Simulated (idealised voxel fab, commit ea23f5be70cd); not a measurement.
The document below concerns the process module designated voxel wiring stack.
Square cells of 5 nm make up the cross-section cut, whose width is 230 nm.
Throughout this document, each cross-section is represented as a grid of square cells and is presented as a sequence of bands enumerated from the top downward, where a band comprises one or more rows of cells. Basically the band line says how high the top is and how high the bottom is, in nm, and then what's in it from left to right, every material with its width in nm. Empty space shows up as "empty", and if a single material carries "throughout" it runs the full band edge to edge. Where do heights start? At 0: under that level the wafer as delivered is made of one material only. And the lowest band has no floor; it just carries on downward, as in "0 nm and below". Note: "30->40" means the width goes from the first number (top row of the band) to the second number (bottom row) in equal steps per row of cells. Where the words "nothing got changed" appear for a step, the cross-section shows no cell changed by that step; every cell remained as before. If an empty space has no open way to the top and is at least 8 cells in size, "Non-vented voids" lists it, written width x height at distance, where distance is measured from the left edge and every value is in nm. Where a step's line continues beyond its settings, the continuation is a remark by the simulator itself on that step. The line of a step may include "overlay nm". On a step with a mask, this value is how far to the right of its planned place the mask lay. A negative value means the mask lay to the left.

The steps planned for the process are as follows
1,RECEIVE, material Si
2,CONFORMAL_DEP, material SiO2, thk nm 10
3,DIRECTIONAL_DEP, material TiN, thk nm 5
4,DIRECTIONAL_DEP, material Ru, thk nm 25
5,PATTERN, tone cover, mask id METAL_1, material resist, width nm 20, pitch nm 35, thk nm 15, overlay nm 0
6,DIRECTIONAL_ETCH, etch materials Ru, depth nm 25
7,DIRECTIONAL_ETCH, etch materials TiN, depth nm 5
8,STRIP, etch materials resist
9,CONFORMAL_DEP, material SiCN, thk nm 5
10,FILL_DEP, material SiO2, thk nm 10
11,CMP, height nm 40
12,CONFORMAL_DEP, material SiCN, thk nm 5
13,DIRECTIONAL_DEP, material SiO2, thk nm 20
14,MASKED_ETCH, tone open, mask id PLUG_1, width nm 15, pitch nm 70, etch materials SiO2, depth nm 20, overlay nm 0
15,MASKED_ETCH, tone open, mask id PLUG_1, width nm 15, pitch nm 70, etch materials SiCN, depth nm 5, overlay nm 0
16,EPI, material Ru, thk nm 10
17,EPI, material Ru, thk nm 10
18,EPI, material Ru, thk nm 5
19,CONFORMAL_DEP, material SiCN, thk nm 5
20,DIRECTIONAL_DEP, material SiO2, thk nm 15
21,DIRECTIONAL_DEP, material aC, thk nm 10
22,PATTERN, tone open, mask id METAL_2, material resist, width nm 20, pitch nm 35, thk nm 25, overlay nm 0
23,DIRECTIONAL_ETCH, etch materials aC, depth nm 10
24,STRIP, etch materials resist
25,DIRECTIONAL_ETCH, etch materials SiO2, depth nm 15
26,DIRECTIONAL_ETCH, etch materials SiCN, depth nm 5
27,STRIP, etch materials aC
28,CONFORMAL_DEP, material TiN, thk nm 5
29,FILL_DEP, material Ru, thk nm 10
30,CMP, height nm 85
31,CONFORMAL_DEP, material SiCN, thk nm 5
32,DIRECTIONAL_DEP, material SiO2, thk nm 20
33,PATTERN, tone open, mask id PLUG_2, material resist, width nm 15, pitch nm 70, thk nm 20, overlay nm 0
34,DIRECTIONAL_ETCH, etch materials SiO2, depth nm 20
35,DIRECTIONAL_ETCH, etch materials SiCN, depth nm 5
36,STRIP, etch materials resist
37,CONFORMAL_DEP, material TiN, thk nm 5
38,FILL_DEP, material Ru, thk nm 5
39,CMP, height nm 110
40,CONFORMAL_DEP, material SiN, thk nm 5
41,DIRECTIONAL_DEP, material lowk, thk nm 20
42,PATTERN, tone open, mask id METAL_3, material resist, width nm 20, pitch nm 35, thk nm 15, overlay nm 0
43,DIRECTIONAL_ETCH, etch materials lowk, depth nm 20
44,DIRECTIONAL_ETCH, etch materials SiN, depth nm 5
45,STRIP, etch materials resist
46,CONFORMAL_DEP, material TiN, thk nm 5
47,FILL_DEP, material Cu, thk nm 5
48,CMP, height nm 135
49,CONFORMAL_DEP, material SiCN, thk nm 5
50,DIRECTIONAL_DEP, material lowk, thk nm 25
51,MASKED_ETCH, tone open, mask id METAL_4_HOLES, width nm 15, pitch nm 35, etch materials lowk, depth nm 25, overlay nm 0
52,MASKED_ETCH, tone open, mask id METAL_4, width nm 20, pitch nm 35, etch materials lowk, depth nm 15, overlay nm 0
53,MASKED_ETCH, tone open, mask id METAL_4, width nm 20, pitch nm 35, etch materials SiCN, depth nm 5, overlay nm 0
54,CONFORMAL_DEP, material TiN, thk nm 5
55,FILL_DEP, material Cu, thk nm 10
56,CMP, height nm 165
57,CONFORMAL_DEP, material SiCN, thk nm 5

As-received wafer cross-section (after step 1)
    0 nm and below  Si throughout
    Non-vented voids: none

Here's the cross-section of the first of our two wafers at the end of the module - it ran as planned
    170 nm to 165 nm  SiCN throughout
    165 nm to 155 nm  lowk 50 nm, then TiN 5 nm, then Cu 10 nm, then TiN 5 nm, then lowk 15 nm, then TiN 5 nm, then Cu 10 nm, then TiN 5 nm, then lowk 15 nm, then TiN 5 nm, then Cu 10 nm, then TiN 5 nm, then lowk 15 nm, then TiN 5 nm, then Cu 10 nm, then TiN 5 nm, then lowk 55 nm
    155 nm to 150 nm  lowk 50 nm, then TiN 5 nm, then Cu 5 nm, then TiN 10 nm, then lowk 15 nm, then TiN 5 nm, then Cu 5 nm, then TiN 10 nm, then lowk 15 nm, then TiN 5 nm, then Cu 5 nm, then TiN 10 nm, then lowk 15 nm, then TiN 5 nm, then Cu 5 nm, then TiN 10 nm, then lowk 55 nm
    150 nm to 140 nm  lowk 50 nm, then TiN 5 nm, then Cu 5 nm, then TiN 5 nm, then lowk 20 nm, then TiN 5 nm, then Cu 5 nm, then TiN 5 nm, then lowk 20 nm, then TiN 5 nm, then Cu 5 nm, then TiN 5 nm, then lowk 20 nm, then TiN 5 nm, then Cu 5 nm, then TiN 5 nm, then lowk 60 nm
    140 nm to 135 nm  SiCN 50 nm, then TiN 15 nm, then SiCN 20 nm, then TiN 15 nm, then SiCN 20 nm, then TiN 15 nm, then SiCN 20 nm, then TiN 15 nm, then SiCN 60 nm
    135 nm to 115 nm  lowk 50 nm, then TiN 5 nm, then Cu 10 nm, then TiN 5 nm, then lowk 15 nm, then TiN 5 nm, then Cu 10 nm, then TiN 5 nm, then lowk 15 nm, then TiN 5 nm, then Cu 10 nm, then TiN 5 nm, then lowk 15 nm, then TiN 5 nm, then Cu 10 nm, then TiN 5 nm, then lowk 55 nm
    115 nm to 110 nm  SiN 50 nm, then TiN 20 nm, then SiN 15 nm, then TiN 20 nm, then SiN 15 nm, then TiN 20 nm, then SiN 15 nm, then TiN 20 nm, then SiN 55 nm
    110 nm to 90 nm  SiO2 50 nm, then TiN 5 nm, then Ru 5 nm, then TiN 5 nm, then SiO2 55 nm, then TiN 5 nm, then Ru 5 nm, then TiN 5 nm, then SiO2 95 nm
    90 nm to 85 nm  SiCN 50 nm, then TiN 15 nm, then SiCN 55 nm, then TiN 15 nm, then SiCN 95 nm
    85 nm to 70 nm  SiO2 50 nm, then TiN 5 nm, then Ru 10 nm, then TiN 5 nm, then SiO2 15 nm, then TiN 5 nm, then Ru 10 nm, then TiN 5 nm, then SiO2 15 nm, then TiN 5 nm, then Ru 10 nm, then TiN 5 nm, then SiO2 15 nm, then TiN 5 nm, then Ru 10 nm, then TiN 5 nm, then SiO2 55 nm
    70 nm to 65 nm  SiCN 50 nm, then TiN 20 nm, then SiCN 15 nm, then TiN 20 nm, then SiCN 15 nm, then TiN 20 nm, then SiCN 15 nm, then TiN 20 nm, then SiCN 55 nm
    65 nm to 45 nm  SiO2 50 nm, then Ru 15 nm, then SiO2 55 nm, then Ru 15 nm, then SiO2 95 nm
    45 nm to 40 nm  SiCN 50 nm, then Ru 15 nm, then SiCN 55 nm, then Ru 15 nm, then SiCN 95 nm
    40 nm to 15 nm  SiO2 45 nm, then SiCN 5 nm, then Ru 20 nm, then SiCN 5 nm, then SiO2 5 nm, then SiCN 5 nm, then Ru 20 nm, then SiCN 5 nm, then SiO2 5 nm, then SiCN 5 nm, then Ru 20 nm, then SiCN 5 nm, then SiO2 5 nm, then SiCN 5 nm, then Ru 20 nm, then SiCN 5 nm, then SiO2 50 nm
    15 nm to 10 nm  SiCN 50 nm, then TiN 20 nm, then SiCN 15 nm, then TiN 20 nm, then SiCN 15 nm, then TiN 20 nm, then SiCN 15 nm, then TiN 20 nm, then SiCN 55 nm
    10 nm to 0 nm  SiO2 throughout
    0 nm and below  Si throughout
    Non-vented voids: none

Cross-section of the latter of the two wafers at module completion. It had an identical start and an identical plan to the former; in running it, one mistake was made
    170 nm to 165 nm  SiCN throughout
    165 nm to 155 nm  lowk 50 nm, then TiN 5 nm, then Cu 10 nm, then TiN 5 nm, then lowk 15 nm, then TiN 5 nm, then Cu 10 nm, then TiN 5 nm, then lowk 15 nm, then TiN 5 nm, then Cu 10 nm, then TiN 5 nm, then lowk 15 nm, then TiN 5 nm, then Cu 10 nm, then TiN 5 nm, then lowk 55 nm
    155 nm to 150 nm  lowk 50 nm, then TiN 5 nm, then Cu 5 nm, then TiN 10 nm, then lowk 15 nm, then TiN 5 nm, then Cu 5 nm, then TiN 10 nm, then lowk 15 nm, then TiN 5 nm, then Cu 5 nm, then TiN 10 nm, then lowk 15 nm, then TiN 5 nm, then Cu 5 nm, then TiN 10 nm, then lowk 55 nm
    150 nm to 140 nm  lowk 50 nm, then TiN 5 nm, then Cu 5 nm, then TiN 5 nm, then lowk 20 nm, then TiN 5 nm, then Cu 5 nm, then TiN 5 nm, then lowk 20 nm, then TiN 5 nm, then Cu 5 nm, then TiN 5 nm, then lowk 20 nm, then TiN 5 nm, then Cu 5 nm, then TiN 5 nm, then lowk 60 nm
    140 nm to 135 nm  SiCN 50 nm, then TiN 15 nm, then SiCN 20 nm, then TiN 15 nm, then SiCN 20 nm, then TiN 15 nm, then SiCN 20 nm, then TiN 15 nm, then SiCN 60 nm
    135 nm to 115 nm  lowk 50 nm, then TiN 5 nm, then Cu 10 nm, then TiN 5 nm, then lowk 15 nm, then TiN 5 nm, then Cu 10 nm, then TiN 5 nm, then lowk 15 nm, then TiN 5 nm, then Cu 10 nm, then TiN 5 nm, then lowk 15 nm, then TiN 5 nm, then Cu 10 nm, then TiN 5 nm, then lowk 55 nm
    115 nm to 110 nm  SiN 50 nm, then TiN 20 nm, then SiN 15 nm, then TiN 20 nm, then SiN 15 nm, then TiN 20 nm, then SiN 15 nm, then TiN 20 nm, then SiN 55 nm
    110 nm to 90 nm  Ru 45 nm, then TiN 5 nm, then SiO2 15 nm, then TiN 5 nm, then Ru 45 nm, then TiN 5 nm, then SiO2 15 nm, then TiN 5 nm, then Ru 90 nm
    90 nm to 85 nm  TiN 50 nm, then SiCN 15 nm, then TiN 55 nm, then SiCN 15 nm, then TiN 95 nm
    85 nm to 70 nm  SiO2 50 nm, then TiN 5 nm, then Ru 10 nm, then TiN 5 nm, then SiO2 15 nm, then TiN 5 nm, then Ru 10 nm, then TiN 5 nm, then SiO2 15 nm, then TiN 5 nm, then Ru 10 nm, then TiN 5 nm, then SiO2 15 nm, then TiN 5 nm, then Ru 10 nm, then TiN 5 nm, then SiO2 55 nm
    70 nm to 65 nm  SiCN 50 nm, then TiN 20 nm, then SiCN 15 nm, then TiN 20 nm, then SiCN 15 nm, then TiN 20 nm, then SiCN 15 nm, then TiN 20 nm, then SiCN 55 nm
    65 nm to 45 nm  SiO2 50 nm, then Ru 15 nm, then SiO2 55 nm, then Ru 15 nm, then SiO2 95 nm
    45 nm to 40 nm  SiCN 50 nm, then Ru 15 nm, then SiCN 55 nm, then Ru 15 nm, then SiCN 95 nm
    40 nm to 15 nm  SiO2 45 nm, then SiCN 5 nm, then Ru 20 nm, then SiCN 5 nm, then SiO2 5 nm, then SiCN 5 nm, then Ru 20 nm, then SiCN 5 nm, then SiO2 5 nm, then SiCN 5 nm, then Ru 20 nm, then SiCN 5 nm, then SiO2 5 nm, then SiCN 5 nm, then Ru 20 nm, then SiCN 5 nm, then SiO2 50 nm
    15 nm to 10 nm  SiCN 50 nm, then TiN 20 nm, then SiCN 15 nm, then TiN 20 nm, then SiCN 15 nm, then TiN 20 nm, then SiCN 15 nm, then TiN 20 nm, then SiCN 55 nm
    10 nm to 0 nm  SiO2 throughout
    0 nm and below  Si throughout
    Non-vented voids: none
So what did we get wrong on this run? step 33, actual vs plan mismatch, actual run PATTERN, tone cover, mask id PLUG_2, material resist, width nm 15, pitch nm 70, thk nm 20, overlay nm 0
Bottom line after processing is that, in cells, the second wafer is up or down on some materials versus the first: 136 more of Ru; 34 fewer of SiCN; 136 fewer of SiO2; 34 more of TiN
